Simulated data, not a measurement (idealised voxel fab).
Proc. module: voxel capacitor over wiring
Section cut is 210 nm wide and gridded with 5 nm square cells.
Reading order for cross-sections: top band down to bottom band. Underlying form: a grid of square cells. Band size: one or more rows of cells.
What a band's entry tells you: where the top is and where the bottom is, as heights in nm, and after that what lies inside, material by material from left to right, each with its width in nm. Empty space is written as the word "blank", and a single material marked with the word "edge to edge" occupies the band from edge to edge.
Basically, 0 is our baseline, since under it the wafer straight out of the box is all one material. The bottom band has no lower end and keeps on going down, so it looks like "0..down".
You'd read "30->40" like this: the band's top row of cells is as wide as the first number, its bottom row is as wide as the second, and going down, every row changes width by the same amount as the row before did.
"no change occurred" -> step changed no cross-section cell.
Look at "Enclosed internal voids" for the closed voids: empty spaces with no open path to the top, sized 8 cells or up. Each is width x height at distance, distance from the left edge, all nm.
It should be noted that, on the line of a given step, the content following the step's settings is a remark produced by the simulator itself with respect to that step.
The line of a step may include "overlay nm". On a step with a mask, this value is how far to the right of its planned place the mask lay. A negative value means the mask lay to the left.
In what follows, pairs of cross-sections are presented, each taken before and after one process step, with the after cross-section shown only down to the lowest band that was altered; the step, together with its settings, is stated below the pair. The pairs may stem from different runs of this module on the same starting wafer; accordingly, a pair should be taken as continuing from the one above it solely where its entry headed "Preceding state" indicates as much.

Preceding state
> 0..down = Si edge to edge
> Enclosed internal voids: none

Post-Step Cross-Section
> 15..0 = SiO2 edge to edge
> Below a height of 0, the structure has not been altered.
> Enclosed internal voids: none
Between before and after as drawn above: CONFORMAL_DEP: material SiO2, thk nm 15

Preceding state: look at the pair above, its after cross-section is where this step starts.

Post-Step Cross-Section
> 20..15 = SiCN edge to edge
> Below a height of 15, the structure has not been altered.
> Enclosed internal voids: none
Between before and after as drawn above: CONFORMAL_DEP: material SiCN, thk nm 5

Preceding state: look at the pair above, its after cross-section is where this step starts.

Post-Step Cross-Section
> 45..20 = SiO2 edge to edge
> Below a height of 20, the structure has not been altered.
> Enclosed internal voids: none
Between before and after as drawn above: DIRECTIONAL_DEP: material SiO2, thk nm 25

Preceding state: look at the pair above, its after cross-section is where this step starts.

Post-Step Cross-Section
> 45..20 = 55 SiO2  25 blank  50 SiO2  25 blank  55 SiO2
> Below a height of 20, the structure has not been altered.
> Enclosed internal voids: none
Between before and after as drawn above: MASKED_ETCH: tone open, mask id METAL_1, width nm 25, pitch nm 75, etch materials SiO2, depth nm 25, overlay nm 0

Preceding state: look at the pair above, its after cross-section is where this step starts.

Post-Step Cross-Section
> 45..20 = 55 SiO2  25 blank  50 SiO2  25 blank  55 SiO2
> 20..15 = 55 SiCN  25 blank  50 SiCN  25 blank  55 SiCN
> Below a height of 15, the structure has not been altered.
> Enclosed internal voids: none
Between before and after as drawn above: MASKED_ETCH: tone open, mask id METAL_1, width nm 25, pitch nm 75, etch materials SiCN, depth nm 5, overlay nm 0

Preceding state: look at the pair above, its after cross-section is where this step starts.

Post-Step Cross-Section
> 50..45 = 60 TiN  15 blank  60 TiN  15 blank  60 TiN
> 45..20 = 55 SiO2  5 TiN  15 blank  5 TiN  50 SiO2  5 TiN  15 blank  5 TiN  55 SiO2
> 20..15 = 55 SiCN  25 TiN  50 SiCN  25 TiN  55 SiCN
> Below a height of 15, the structure has not been altered.
> Enclosed internal voids: none
Between before and after as drawn above: CONFORMAL_DEP: material TiN, thk nm 5

Preceding state: look at the pair above, its after cross-section is where this step starts.

Post-Step Cross-Section
> 60..50 = W edge to edge
> 50..45 = 60 TiN  15 W  60 TiN  15 W  60 TiN
> 45..20 = 55 SiO2  5 TiN  15 W  5 TiN  50 SiO2  5 TiN  15 W  5 TiN  55 SiO2
> Below a height of 20, the structure has not been altered.
> Enclosed internal voids: none
Between before and after as drawn above: FILL_DEP: material W, thk nm 10

Preceding state: look at the pair above, its after cross-section is where this step starts.

Post-Step Cross-Section
> 45..20 = 55 SiO2  5 TiN  15 W  5 TiN  50 SiO2  5 TiN  15 W  5 TiN  55 SiO2
> Below a height of 20, the structure has not been altered.
> Enclosed internal voids: none
Between before and after as drawn above: CMP: height nm 45

Preceding state: look at the pair above, its after cross-section is where this step starts.

Post-Step Cross-Section
> 50..45 = 50 blank  35 Ru  40 blank  35 Ru  50 blank
> Below a height of 45, the structure has not been altered.
> Enclosed internal voids: none
Between before and after as drawn above: EPI: material Ru, thk nm 5

Preceding state: look at the pair above, its after cross-section is where this step starts.

Post-Step Cross-Section
> 55..50 = SiCN edge to edge
> 50..45 = 50 SiCN  35 Ru  40 SiCN  35 Ru  50 SiCN
> Below a height of 45, the structure has not been altered.
> Enclosed internal voids: none
Between before and after as drawn above: FILL_DEP: material SiCN, thk nm 5

Preceding state: look at the pair above, its after cross-section is where this step starts.

Post-Step Cross-Section
> 65..55 = SiO2 edge to edge
> Below a height of 55, the structure has not been altered.
> Enclosed internal voids: none
Between before and after as drawn above: DIRECTIONAL_DEP: material SiO2, thk nm 10

Preceding state: look at the pair above, its after cross-section is where this step starts.

Post-Step Cross-Section
> 65..55 = 65 SiO2  15 blank  130 SiO2
> Below a height of 55, the structure has not been altered.
> Enclosed internal voids: none
Between before and after as drawn above: MASKED_ETCH: tone open, mask id PLUG_1, width nm 15, etch materials SiO2, depth nm 10, overlay nm 0

Preceding state: look at the pair above, its after cross-section is where this step starts.

Post-Step Cross-Section
> 65..55 = 65 SiO2  15 blank  130 SiO2
> 55..50 = 65 SiCN  15 blank  130 SiCN
> Below a height of 50, the structure has not been altered.
> Enclosed internal voids: none
Between before and after as drawn above: MASKED_ETCH: tone open, mask id PLUG_1, width nm 15, etch materials SiCN, depth nm 5, overlay nm 0

Preceding state: look at the pair above, its after cross-section is where this step starts.

Post-Step Cross-Section
> 70..65 = 70 TiN  5 blank  135 TiN
> 65..55 = 65 SiO2  5 TiN  5 blank  5 TiN  130 SiO2
> 55..50 = 65 SiCN  15 TiN  130 SiCN
> Below a height of 50, the structure has not been altered.
> Enclosed internal voids: none
Between before and after as drawn above: CONFORMAL_DEP: material TiN, thk nm 5

Preceding state: look at the pair above, its after cross-section is where this step starts.

Post-Step Cross-Section
> 75..70 = W edge to edge
> 70..65 = 70 TiN  5 W  135 TiN
> 65..55 = 65 SiO2  5 TiN  5 W  5 TiN  130 SiO2
> Below a height of 55, the structure has not been altered.
> Enclosed internal voids: none
Between before and after as drawn above: FILL_DEP: material W, thk nm 5

Preceding state: look at the pair above, its after cross-section is where this step starts.

Post-Step Cross-Section
> 65..55 = 65 SiO2  5 TiN  5 W  5 TiN  130 SiO2
> Below a height of 55, the structure has not been altered.
> Enclosed internal voids: none
Between before and after as drawn above: CMP: height nm 65

Preceding state: look at the pair above, its after cross-section is where this step starts.

Post-Step Cross-Section
> 75..65 = TiN edge to edge
> Below a height of 65, the structure has not been altered.
> Enclosed internal voids: none
Between before and after as drawn above: DIRECTIONAL_DEP: material TiN, thk nm 10

Preceding state: look at the pair above, its after cross-section is where this step starts.

Post-Step Cross-Section
> 80..75 = Al2O3 edge to edge
> Below a height of 75, the structure has not been altered.
> Enclosed internal voids: none
Between before and after as drawn above: DIRECTIONAL_DEP: material Al2O3, thk nm 5

Preceding state: look at the pair above, its after cross-section is where this step starts.

Post-Step Cross-Section
> 90..80 = TiN edge to edge
> Below a height of 80, the structure has not been altered.
> Enclosed internal voids: none
Between before and after as drawn above: DIRECTIONAL_DEP: material TiN, thk nm 10

Preceding state: look at the pair above, its after cross-section is where this step starts.

Post-Step Cross-Section
> 110..90 = 65 blank  55 resist  90 blank
> Below a height of 90, the structure has not been altered.
> Enclosed internal voids: none
Between before and after as drawn above: PATTERN: tone cover, mask id UPPER_PLATE, material resist, width nm 55, thk nm 20, overlay nm 0

Preceding state: look at the pair above, its after cross-section is where this step starts.

Post-Step Cross-Section
> 110..90 = 65 blank  55 resist  90 blank
> 90..80 = 65 blank  55 TiN  90 blank
> Below a height of 80, the structure has not been altered.
> Enclosed internal voids: none
Between before and after as drawn above: DIRECTIONAL_ETCH: etch materials TiN, depth nm 10

Preceding state: look at the pair above, its after cross-section is where this step starts.

Post-Step Cross-Section
> 110..90 = 65 blank  55 resist  90 blank
> 90..80 = 65 blank  55 TiN  90 blank
> 80..75 = 65 blank  55 Al2O3  90 blank
> Below a height of 75, the structure has not been altered.
> Enclosed internal voids: none
Between before and after as drawn above: DIRECTIONAL_ETCH: etch materials Al2O3, depth nm 5

Preceding state: look at the pair above, its after cross-section is where this step starts.

Post-Step Cross-Section
> 90..80 = 65 blank  55 TiN  90 blank
> Below a height of 80, the structure has not been altered.
> Enclosed internal voids: none
Between before and after as drawn above: STRIP: etch materials resist

Preceding state: look at the pair above, its after cross-section is where this step starts.

Post-Step Cross-Section
> 105..90 = 60 blank  65 resist  85 blank
> 90..80 = 60 blank  5 resist  55 TiN  5 resist  85 blank
> 80..75 = 60 blank  5 resist  55 Al2O3  5 resist  85 blank
> Below a height of 75, the structure has not been altered.
> Enclosed internal voids: none
Between before and after as drawn above: PATTERN: tone cover, mask id LOWER_PLATE, material resist, width nm 65, thk nm 15, overlay nm 0

Preceding state: look at the pair above, its after cross-section is where this step starts.

Post-Step Cross-Section
> 105..90 = 60 blank  65 resist  85 blank
> 90..80 = 60 blank  5 resist  55 TiN  5 resist  85 blank
> 80..75 = 60 blank  5 resist  55 Al2O3  5 resist  85 blank
> 75..65 = 60 blank  65 TiN  85 blank
> Below a height of 65, the structure has not been altered.
> Enclosed internal voids: none
Between before and after as drawn above: DIRECTIONAL_ETCH: etch materials TiN, depth nm 10

Preceding state: look at the pair above, its after cross-section is where this step starts.

Post-Step Cross-Section
> 90..80 = 65 blank  55 TiN  90 blank
> 80..75 = 65 blank  55 Al2O3  90 blank
> Below a height of 75, the structure has not been altered.
> Enclosed internal voids: none
Between before and after as drawn above: STRIP: etch materials resist

Preceding state: look at the pair above, its after cross-section is where this step starts.

Post-Step Cross-Section
> 110..90 = SiO2 edge to edge
> 90..80 = 65 SiO2  55 TiN  90 SiO2
> 80..75 = 65 SiO2  55 Al2O3  90 SiO2
> 75..65 = 60 SiO2  65 TiN  85 SiO2
> Below a height of 65, the structure has not been altered.
> Enclosed internal voids: none
Between before and after as drawn above: FILL_DEP: material SiO2, thk nm 20

Preceding state: look at the pair above, its after cross-section is where this step starts.

Post-Step Cross-Section
> 105..90 = SiO2 edge to edge
> Below a height of 90, the structure has not been altered.
> Enclosed internal voids: none
Between before and after as drawn above: CMP: height nm 105

Preceding state: look at the pair above, its after cross-section is where this step starts.

Post-Step Cross-Section
> 125..105 = 75 resist  15 blank  120 resist
> Below a height of 105, the structure has not been altered.
> Enclosed internal voids: none
Between before and after as drawn above: PATTERN: tone open, mask id PLUG_2, material resist, width nm 15, thk nm 20, overlay nm 0

Preceding state: look at the pair above, its after cross-section is where this step starts.

Post-Step Cross-Section
> 125..105 = 75 resist  15 blank  120 resist
> 105..90 = 75 SiO2  15 blank  120 SiO2
> Below a height of 90, the structure has not been altered.
> Enclosed internal voids: none
Between before and after as drawn above: DIRECTIONAL_ETCH: etch materials SiO2, depth nm 15

Preceding state: look at the pair above, its after cross-section is where this step starts.

Post-Step Cross-Section
> 105..90 = 75 SiO2  15 blank  120 SiO2
> Below a height of 90, the structure has not been altered.
> Enclosed internal voids: none
Between before and after as drawn above: STRIP: etch materials resist

Preceding state: look at the pair above, its after cross-section is where this step starts.

Post-Step Cross-Section
> 110..105 = 80 TiN  5 blank  125 TiN
> 105..95 = 75 SiO2  5 TiN  5 blank  5 TiN  120 SiO2
> 95..90 = 75 SiO2  15 TiN  120 SiO2
> Below a height of 90, the structure has not been altered.
> Enclosed internal voids: none
Between before and after as drawn above: CONFORMAL_DEP: material TiN, thk nm 5

Preceding state: look at the pair above, its after cross-section is where this step starts.

Post-Step Cross-Section
> 115..110 = Ru edge to edge
> 110..105 = 80 TiN  5 Ru  125 TiN
> 105..95 = 75 SiO2  5 TiN  5 Ru  5 TiN  120 SiO2
> Below a height of 95, the structure has not been altered.
> Enclosed internal voids: none
Between before and after as drawn above: FILL_DEP: material Ru, thk nm 5

Preceding state: look at the pair above, its after cross-section is where this step starts.

Post-Step Cross-Section
> 105..95 = 75 SiO2  5 TiN  5 Ru  5 TiN  120 SiO2
> Below a height of 95, the structure has not been altered.
> Enclosed internal voids: none
Between before and after as drawn above: CMP: height nm 105

Preceding state: look at the pair above, its after cross-section is where this step starts.

Post-Step Cross-Section
> 110..105 = SiCN edge to edge
> Below a height of 105, the structure has not been altered.
> Enclosed internal voids: none
Between before and after as drawn above: CONFORMAL_DEP: material SiCN, thk nm 5

Preceding state
> 0..down = Si edge to edge
> Enclosed internal voids: none

Post-Step Cross-Section
> 5..0 = SiCN edge to edge
> Below a height of 0, the structure has not been altered.
> Enclosed internal voids: none
Between before and after as drawn above: CONFORMAL_DEP: material SiCN, thk nm 5

Preceding state: look at the pair above, its after cross-section is where this step starts.

Post-Step Cross-Section
> 30..5 = SiO2 edge to edge
> Below a height of 5, the structure has not been altered.
> Enclosed internal voids: none
Between before and after as drawn above: DIRECTIONAL_DEP: material SiO2, thk nm 25

Preceding state: look at the pair above, its after cross-section is where this step starts.

Post-Step Cross-Section
> 30..5 = 55 SiO2  25 blank  50 SiO2  25 blank  55 SiO2
> Below a height of 5, the structure has not been altered.
> Enclosed internal voids: none
Between before and after as drawn above: MASKED_ETCH: tone open, mask id METAL_1, width nm 25, pitch nm 75, etch materials SiO2, depth nm 25, overlay nm 0

Preceding state: look at the pair above, its after cross-section is where this step starts.

Post-Step Cross-Section
> 30..5 = 55 SiO2  25 blank  50 SiO2  25 blank  55 SiO2
> 5..0 = 55 SiCN  25 blank  50 SiCN  25 blank  55 SiCN
> Below a height of 0, the structure has not been altered.
> Enclosed internal voids: none
Between before and after as drawn above: MASKED_ETCH: tone open, mask id METAL_1, width nm 25, pitch nm 75, etch materials SiCN, depth nm 5, overlay nm 0

Preceding state: look at the pair above, its after cross-section is where this step starts.

Post-Step Cross-Section
> 35..30 = 60 TiN  15 blank  60 TiN  15 blank  60 TiN
> 30..5 = 55 SiO2  5 TiN  15 blank  5 TiN  50 SiO2  5 TiN  15 blank  5 TiN  55 SiO2
> 5..0 = 55 SiCN  25 TiN  50 SiCN  25 TiN  55 SiCN
> Below a height of 0, the structure has not been altered.
> Enclosed internal voids: none
Between before and after as drawn above: CONFORMAL_DEP: material TiN, thk nm 5

Preceding state: look at the pair above, its after cross-section is where this step starts.

Post-Step Cross-Section
> 45..35 = W edge to edge
> 35..30 = 60 TiN  15 W  60 TiN  15 W  60 TiN
> 30..5 = 55 SiO2  5 TiN  15 W  5 TiN  50 SiO2  5 TiN  15 W  5 TiN  55 SiO2
> Below a height of 5, the structure has not been altered.
> Enclosed internal voids: none
Between before and after as drawn above: FILL_DEP: material W, thk nm 10

Preceding state: look at the pair above, its after cross-section is where this step starts.

Post-Step Cross-Section
> 50..45 = Ru edge to edge
> Below a height of 45, the structure has not been altered.
> Enclosed internal voids: none
Between before and after as drawn above: EPI: material Ru, thk nm 5

Preceding state: look at the pair above, its after cross-section is where this step starts.

Post-Step Cross-Section
> 55..50 = SiCN edge to edge
> Below a height of 50, the structure has not been altered.
> Enclosed internal voids: none
Between before and after as drawn above: FILL_DEP: material SiCN, thk nm 5

Preceding state: look at the pair above, its after cross-section is where this step starts.

Post-Step Cross-Section
> 65..55 = SiO2 edge to edge
> Below a height of 55, the structure has not been altered.
> Enclosed internal voids: none
Between before and after as drawn above: DIRECTIONAL_DEP: material SiO2, thk nm 10

Preceding state: look at the pair above, its after cross-section is where this step starts.

Post-Step Cross-Section
> 65..55 = 65 SiO2  15 blank  130 SiO2
> Below a height of 55, the structure has not been altered.
> Enclosed internal voids: none
Between before and after as drawn above: MASKED_ETCH: tone open, mask id PLUG_1, width nm 15, etch materials SiO2, depth nm 10, overlay nm 0

Preceding state: look at the pair above, its after cross-section is where this step starts.

Post-Step Cross-Section
> 65..55 = 65 SiO2  15 blank  130 SiO2
> 55..50 = 65 SiCN  15 blank  130 SiCN
> Below a height of 50, the structure has not been altered.
> Enclosed internal voids: none
Between before and after as drawn above: MASKED_ETCH: tone open, mask id PLUG_1, width nm 15, etch materials SiCN, depth nm 5, overlay nm 0

Preceding state: look at the pair above, its after cross-section is where this step starts.

Post-Step Cross-Section
> 70..65 = 70 TiN  5 blank  135 TiN
> 65..55 = 65 SiO2  5 TiN  5 blank  5 TiN  130 SiO2
> 55..50 = 65 SiCN  15 TiN  130 SiCN
> Below a height of 50, the structure has not been altered.
> Enclosed internal voids: none
Between before and after as drawn above: CONFORMAL_DEP: material TiN, thk nm 5

Preceding state: look at the pair above, its after cross-section is where this step starts.

Post-Step Cross-Section
> 75..70 = W edge to edge
> 70..65 = 70 TiN  5 W  135 TiN
> 65..55 = 65 SiO2  5 TiN  5 W  5 TiN  130 SiO2
> Below a height of 55, the structure has not been altered.
> Enclosed internal voids: none
Between before and after as drawn above: FILL_DEP: material W, thk nm 5

Preceding state: look at the pair above, its after cross-section is where this step starts.

Post-Step Cross-Section
> 65..55 = 65 SiO2  5 TiN  5 W  5 TiN  130 SiO2
> Below a height of 55, the structure has not been altered.
> Enclosed internal voids: none
Between before and after as drawn above: CMP: height nm 65

Preceding state: look at the pair above, its after cross-section is where this step starts.

Post-Step Cross-Section
> 75..65 = TiN edge to edge
> Below a height of 65, the structure has not been altered.
> Enclosed internal voids: none
Between before and after as drawn above: DIRECTIONAL_DEP: material TiN, thk nm 10

Preceding state: look at the pair above, its after cross-section is where this step starts.

Post-Step Cross-Section
> 80..75 = Al2O3 edge to edge
> Below a height of 75, the structure has not been altered.
> Enclosed internal voids: none
Between before and after as drawn above: DIRECTIONAL_DEP: material Al2O3, thk nm 5

Preceding state: look at the pair above, its after cross-section is where this step starts.

Post-Step Cross-Section
> 90..80 = TiN edge to edge
> Below a height of 80, the structure has not been altered.
> Enclosed internal voids: none
Between before and after as drawn above: DIRECTIONAL_DEP: material TiN, thk nm 10

Preceding state: look at the pair above, its after cross-section is where this step starts.

Post-Step Cross-Section
> 110..90 = 65 blank  55 resist  90 blank
> Below a height of 90, the structure has not been altered.
> Enclosed internal voids: none
Between before and after as drawn above: PATTERN: tone cover, mask id UPPER_PLATE, material resist, width nm 55, thk nm 20, overlay nm 0

Preceding state: look at the pair above, its after cross-section is where this step starts.

Post-Step Cross-Section
> 110..90 = 65 blank  55 resist  90 blank
> 90..80 = 65 blank  55 TiN  90 blank
> Below a height of 80, the structure has not been altered.
> Enclosed internal voids: none
Between before and after as drawn above: DIRECTIONAL_ETCH: etch materials TiN, depth nm 10

Preceding state: look at the pair above, its after cross-section is where this step starts.

Post-Step Cross-Section
> 110..90 = 65 blank  55 resist  90 blank
> 90..80 = 65 blank  55 TiN  90 blank
> 80..75 = 65 blank  55 Al2O3  90 blank
> Below a height of 75, the structure has not been altered.
> Enclosed internal voids: none
Between before and after as drawn above: DIRECTIONAL_ETCH: etch materials Al2O3, depth nm 5

Preceding state: look at the pair above, its after cross-section is where this step starts.

Post-Step Cross-Section
> 90..80 = 65 blank  55 TiN  90 blank
> Below a height of 80, the structure has not been altered.
> Enclosed internal voids: none
Between before and after as drawn above: STRIP: etch materials resist

Preceding state: look at the pair above, its after cross-section is where this step starts.

Post-Step Cross-Section
> 105..90 = 60 blank  65 resist  85 blank
> 90..80 = 60 blank  5 resist  55 TiN  5 resist  85 blank
> 80..75 = 60 blank  5 resist  55 Al2O3  5 resist  85 blank
> Below a height of 75, the structure has not been altered.
> Enclosed internal voids: none
Between before and after as drawn above: PATTERN: tone cover, mask id LOWER_PLATE, material resist, width nm 65, thk nm 15, overlay nm 0

Preceding state: look at the pair above, its after cross-section is where this step starts.

Post-Step Cross-Section
> 105..90 = 60 blank  65 resist  85 blank
> 90..80 = 60 blank  5 resist  55 TiN  5 resist  85 blank
> 80..75 = 60 blank  5 resist  55 Al2O3  5 resist  85 blank
> 75..65 = 60 blank  65 TiN  85 blank
> Below a height of 65, the structure has not been altered.
> Enclosed internal voids: none
Between before and after as drawn above: DIRECTIONAL_ETCH: etch materials TiN, depth nm 10

Preceding state: look at the pair above, its after cross-section is where this step starts.

Post-Step Cross-Section
> 90..80 = 65 blank  55 TiN  90 blank
> 80..75 = 65 blank  55 Al2O3  90 blank
> Below a height of 75, the structure has not been altered.
> Enclosed internal voids: none
Between before and after as drawn above: STRIP: etch materials resist

Preceding state: look at the pair above, its after cross-section is where this step starts.

Post-Step Cross-Section
> 110..90 = SiO2 edge to edge
> 90..80 = 65 SiO2  55 TiN  90 SiO2
> 80..75 = 65 SiO2  55 Al2O3  90 SiO2
> 75..65 = 60 SiO2  65 TiN  85 SiO2
> Below a height of 65, the structure has not been altered.
> Enclosed internal voids: none
Between before and after as drawn above: FILL_DEP: material SiO2, thk nm 20

Preceding state: look at the pair above, its after cross-section is where this step starts.

Post-Step Cross-Section
> 105..90 = SiO2 edge to edge
> Below a height of 90, the structure has not been altered.
> Enclosed internal voids: none
Between before and after as drawn above: CMP: height nm 105

Preceding state: look at the pair above, its after cross-section is where this step starts.

Post-Step Cross-Section
> 125..105 = 75 resist  15 blank  120 resist
> Below a height of 105, the structure has not been altered.
> Enclosed internal voids: none
Between before and after as drawn above: PATTERN: tone open, mask id PLUG_2, material resist, width nm 15, thk nm 20, overlay nm 0

Preceding state: look at the pair above, its after cross-section is where this step starts.

Post-Step Cross-Section
> 125..105 = 75 resist  15 blank  120 resist
> 105..90 = 75 SiO2  15 blank  120 SiO2
> Below a height of 90, the structure has not been altered.
> Enclosed internal voids: none
Between before and after as drawn above: DIRECTIONAL_ETCH: etch materials SiO2, depth nm 15

Preceding state: look at the pair above, its after cross-section is where this step starts.

Post-Step Cross-Section
> 105..90 = 75 SiO2  15 blank  120 SiO2
> Below a height of 90, the structure has not been altered.
> Enclosed internal voids: none
Between before and after as drawn above: STRIP: etch materials resist

Preceding state: look at the pair above, its after cross-section is where this step starts.

Post-Step Cross-Section
> 110..105 = 80 TiN  5 blank  125 TiN
> 105..95 = 75 SiO2  5 TiN  5 blank  5 TiN  120 SiO2
> 95..90 = 75 SiO2  15 TiN  120 SiO2
> Below a height of 90, the structure has not been altered.
> Enclosed internal voids: none
Between before and after as drawn above: CONFORMAL_DEP: material TiN, thk nm 5

Preceding state: look at the pair above, its after cross-section is where this step starts.

Post-Step Cross-Section
> 115..110 = Ru edge to edge
> 110..105 = 80 TiN  5 Ru  125 TiN
> 105..95 = 75 SiO2  5 TiN  5 Ru  5 TiN  120 SiO2
> Below a height of 95, the structure has not been altered.
> Enclosed internal voids: none
Between before and after as drawn above: FILL_DEP: material Ru, thk nm 5

Preceding state: look at the pair above, its after cross-section is where this step starts.

Post-Step Cross-Section
> 105..95 = 75 SiO2  5 TiN  5 Ru  5 TiN  120 SiO2
> Below a height of 95, the structure has not been altered.
> Enclosed internal voids: none
Between before and after as drawn above: CMP: height nm 105

Preceding state: look at the pair above, its after cross-section is where this step starts.

Post-Step Cross-Section
> 110..105 = SiCN edge to edge
> Below a height of 105, the structure has not been altered.
> Enclosed internal voids: none
Between before and after as drawn above: CONFORMAL_DEP: material SiCN, thk nm 5

Preceding state
> 15..0 = SiO2 edge to edge
> 0..down = Si edge to edge
> Enclosed internal voids: none

Post-Step Cross-Section
> 30..0 = SiO2 edge to edge
> Below a height of 0, the structure has not been altered.
> Enclosed internal voids: none
Between before and after as drawn above: CONFORMAL_DEP: material SiO2, thk nm 15

Preceding state: look at the pair above, its after cross-section is where this step starts.

Post-Step Cross-Section
> 35..30 = SiCN edge to edge
> Below a height of 30, the structure has not been altered.
> Enclosed internal voids: none
Between before and after as drawn above: CONFORMAL_DEP: material SiCN, thk nm 5

Preceding state: look at the pair above, its after cross-section is where this step starts.

Post-Step Cross-Section
> 60..35 = SiO2 edge to edge
> Below a height of 35, the structure has not been altered.
> Enclosed internal voids: none
Between before and after as drawn above: DIRECTIONAL_DEP: material SiO2, thk nm 25

Preceding state: look at the pair above, its after cross-section is where this step starts.

Post-Step Cross-Section
> 60..35 = 55 SiO2  25 blank  50 SiO2  25 blank  55 SiO2
> Below a height of 35, the structure has not been altered.
> Enclosed internal voids: none
Between before and after as drawn above: MASKED_ETCH: tone open, mask id METAL_1, width nm 25, pitch nm 75, etch materials SiO2, depth nm 25, overlay nm 0

Preceding state: look at the pair above, its after cross-section is where this step starts.

Post-Step Cross-Section
> 60..35 = 55 SiO2  25 blank  50 SiO2  25 blank  55 SiO2
> 35..30 = 55 SiCN  25 blank  50 SiCN  25 blank  55 SiCN
> Below a height of 30, the structure has not been altered.
> Enclosed internal voids: none
Between before and after as drawn above: MASKED_ETCH: tone open, mask id METAL_1, width nm 25, pitch nm 75, etch materials SiCN, depth nm 5, overlay nm 0

Preceding state: look at the pair above, its after cross-section is where this step starts.

Post-Step Cross-Section
> 65..60 = 60 TiN  15 blank  60 TiN  15 blank  60 TiN
> 60..35 = 55 SiO2  5 TiN  15 blank  5 TiN  50 SiO2  5 TiN  15 blank  5 TiN  55 SiO2
> 35..30 = 55 SiCN  25 TiN  50 SiCN  25 TiN  55 SiCN
> Below a height of 30, the structure has not been altered.
> Enclosed internal voids: none
Between before and after as drawn above: CONFORMAL_DEP: material TiN, thk nm 5

Preceding state: look at the pair above, its after cross-section is where this step starts.

Post-Step Cross-Section
> 75..65 = W edge to edge
> 65..60 = 60 TiN  15 W  60 TiN  15 W  60 TiN
> 60..35 = 55 SiO2  5 TiN  15 W  5 TiN  50 SiO2  5 TiN  15 W  5 TiN  55 SiO2
> Below a height of 35, the structure has not been altered.
> Enclosed internal voids: none
Between before and after as drawn above: FILL_DEP: material W, thk nm 10

Preceding state: look at the pair above, its after cross-section is where this step starts.

Post-Step Cross-Section
> 45..35 = 55 SiO2  5 TiN  15 W  5 TiN  50 SiO2  5 TiN  15 W  5 TiN  55 SiO2
> Below a height of 35, the structure has not been altered.
> Enclosed internal voids: none
Between before and after as drawn above: CMP: height nm 45

Preceding state: look at the pair above, its after cross-section is where this step starts.

Post-Step Cross-Section
> 50..45 = 50 blank  35 Ru  40 blank  35 Ru  50 blank
> Below a height of 45, the structure has not been altered.
> Enclosed internal voids: none
Between before and after as drawn above: EPI: material Ru, thk nm 5

Preceding state: look at the pair above, its after cross-section is where this step starts.

Post-Step Cross-Section
> 55..50 = SiCN edge to edge
> 50..45 = 50 SiCN  35 Ru  40 SiCN  35 Ru  50 SiCN
> Below a height of 45, the structure has not been altered.
> Enclosed internal voids: none
Between before and after as drawn above: FILL_DEP: material SiCN, thk nm 5

Preceding state: look at the pair above, its after cross-section is where this step starts.

Post-Step Cross-Section
> 65..55 = SiO2 edge to edge
> Below a height of 55, the structure has not been altered.
> Enclosed internal voids: none
Between before and after as drawn above: DIRECTIONAL_DEP: material SiO2, thk nm 10

Preceding state: look at the pair above, its after cross-section is where this step starts.

Post-Step Cross-Section
> 65..55 = 65 SiO2  15 blank  130 SiO2
> Below a height of 55, the structure has not been altered.
> Enclosed internal voids: none
Between before and after as drawn above: MASKED_ETCH: tone open, mask id PLUG_1, width nm 15, etch materials SiO2, depth nm 10, overlay nm 0

Preceding state: look at the pair above, its after cross-section is where this step starts.

Post-Step Cross-Section
> 65..55 = 65 SiO2  15 blank  130 SiO2
> 55..50 = 65 SiCN  15 blank  130 SiCN
> Below a height of 50, the structure has not been altered.
> Enclosed internal voids: none
Between before and after as drawn above: MASKED_ETCH: tone open, mask id PLUG_1, width nm 15, etch materials SiCN, depth nm 5, overlay nm 0

Preceding state: look at the pair above, its after cross-section is where this step starts.

Post-Step Cross-Section
> 70..65 = 70 TiN  5 blank  135 TiN
> 65..55 = 65 SiO2  5 TiN  5 blank  5 TiN  130 SiO2
> 55..50 = 65 SiCN  15 TiN  130 SiCN
> Below a height of 50, the structure has not been altered.
> Enclosed internal voids: none
Between before and after as drawn above: CONFORMAL_DEP: material TiN, thk nm 5

Preceding state: look at the pair above, its after cross-section is where this step starts.

Post-Step Cross-Section
> 75..70 = W edge to edge
> 70..65 = 70 TiN  5 W  135 TiN
> 65..55 = 65 SiO2  5 TiN  5 W  5 TiN  130 SiO2
> Below a height of 55, the structure has not been altered.
> Enclosed internal voids: none
Between before and after as drawn above: FILL_DEP: material W, thk nm 5

Preceding state: look at the pair above, its after cross-section is where this step starts.

Post-Step Cross-Section
> 65..55 = 65 SiO2  5 TiN  5 W  5 TiN  130 SiO2
> Below a height of 55, the structure has not been altered.
> Enclosed internal voids: none
Between before and after as drawn above: CMP: height nm 65

Preceding state: look at the pair above, its after cross-section is where this step starts.

Post-Step Cross-Section
> 75..65 = TiN edge to edge
> Below a height of 65, the structure has not been altered.
> Enclosed internal voids: none
Between before and after as drawn above: DIRECTIONAL_DEP: material TiN, thk nm 10

Preceding state: look at the pair above, its after cross-section is where this step starts.

Post-Step Cross-Section
> 80..75 = Al2O3 edge to edge
> Below a height of 75, the structure has not been altered.
> Enclosed internal voids: none
Between before and after as drawn above: DIRECTIONAL_DEP: material Al2O3, thk nm 5

Preceding state: look at the pair above, its after cross-section is where this step starts.

Post-Step Cross-Section
> 90..80 = TiN edge to edge
> Below a height of 80, the structure has not been altered.
> Enclosed internal voids: none
Between before and after as drawn above: DIRECTIONAL_DEP: material TiN, thk nm 10

Preceding state: look at the pair above, its after cross-section is where this step starts.

Post-Step Cross-Section
> 110..90 = 65 blank  55 resist  90 blank
> Below a height of 90, the structure has not been altered.
> Enclosed internal voids: none
Between before and after as drawn above: PATTERN: tone cover, mask id UPPER_PLATE, material resist, width nm 55, thk nm 20, overlay nm 0

Preceding state: look at the pair above, its after cross-section is where this step starts.

Post-Step Cross-Section
> 110..90 = 65 blank  55 resist  90 blank
> 90..80 = 65 blank  55 TiN  90 blank
> Below a height of 80, the structure has not been altered.
> Enclosed internal voids: none
Between before and after as drawn above: DIRECTIONAL_ETCH: etch materials TiN, depth nm 10

Preceding state: look at the pair above, its after cross-section is where this step starts.

Post-Step Cross-Section
> 110..90 = 65 blank  55 resist  90 blank
> 90..80 = 65 blank  55 TiN  90 blank
> 80..75 = 65 blank  55 Al2O3  90 blank
> Below a height of 75, the structure has not been altered.
> Enclosed internal voids: none
Between before and after as drawn above: DIRECTIONAL_ETCH: etch materials Al2O3, depth nm 5
